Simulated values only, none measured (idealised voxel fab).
A process module follows: voxel trench capacitor.
Square cell edge 5 nm, section width 260 nm, ID cut.
Bands, listed from the top down, are how a cross-section gets written in this document; the cross-section itself is a grid of square cells, and a band is one or more rows of them. In this notation a band is specified by the heights of its top and bottom, in that order and in nm, after which its materials appear from left to right, each paired with its width in nm. The word "everywhere" attached to a single material means that material fills the band from edge to edge; the word "air" stands for empty space. Height reference: 0 = level under which incoming wafer is all one material. Lowest band: no bottom, runs on downward, e.g. "0 nm and below". A width given as "30..40" starts at the first number in the band's top row and ends at the second number in its bottom row, shifting by an equal amount at every step from row to row. When a step is marked "no modification", none of the cells in the cross-section changed during that step. So "Sealed void listing" is basically the list of trapped voids: any empty space of 8 cells or more that can't reach the top through an opening. They're written width x height at distance, the distance being from the left edge, and it's all nm. That trailing text on a step's line, after the settings, is the simulator's own remark on the step. overlay nm: how far to the right of its planned place the mask lay on this masked step (negative: to the left).

-- Planned process steps
1 RECEIVE,material Si
2 CONFORMAL_DEP,material SiN,thk nm 5
3 MASKED_ETCH,tone open,mask id TRENCH,width nm 25,pitch nm 50,etch materials SiN,depth nm 5,overlay nm 0
4 MASKED_ETCH,tone open,mask id TRENCH,width nm 25,pitch nm 50,etch materials Si,depth nm 30,overlay nm 0
5 CONFORMAL_DEP,material SiO2,thk nm 5
6 FILL_DEP,material polySi,thk nm 10
7 CMP,height nm 5

-- As received (post step 1): cross-section
> 0 nm and below | Si everywhere
> Sealed void listing: none

-- One mistake in running the module, otherwise start and plan as above: cross-section at the end
> 5 nm to 0 nm | SiO2: 90 | SiN: 25 | SiO2: 25 | SiN: 25 | SiO2: 95
> 0 nm and below | Si everywhere
> Sealed void listing: none
Run error: step 3 changed vs plan, executed as MASKED_ETCH,tone cover,mask id TRENCH,width nm 25,pitch nm 50,etch materials SiN,depth nm 5,overlay nm 0
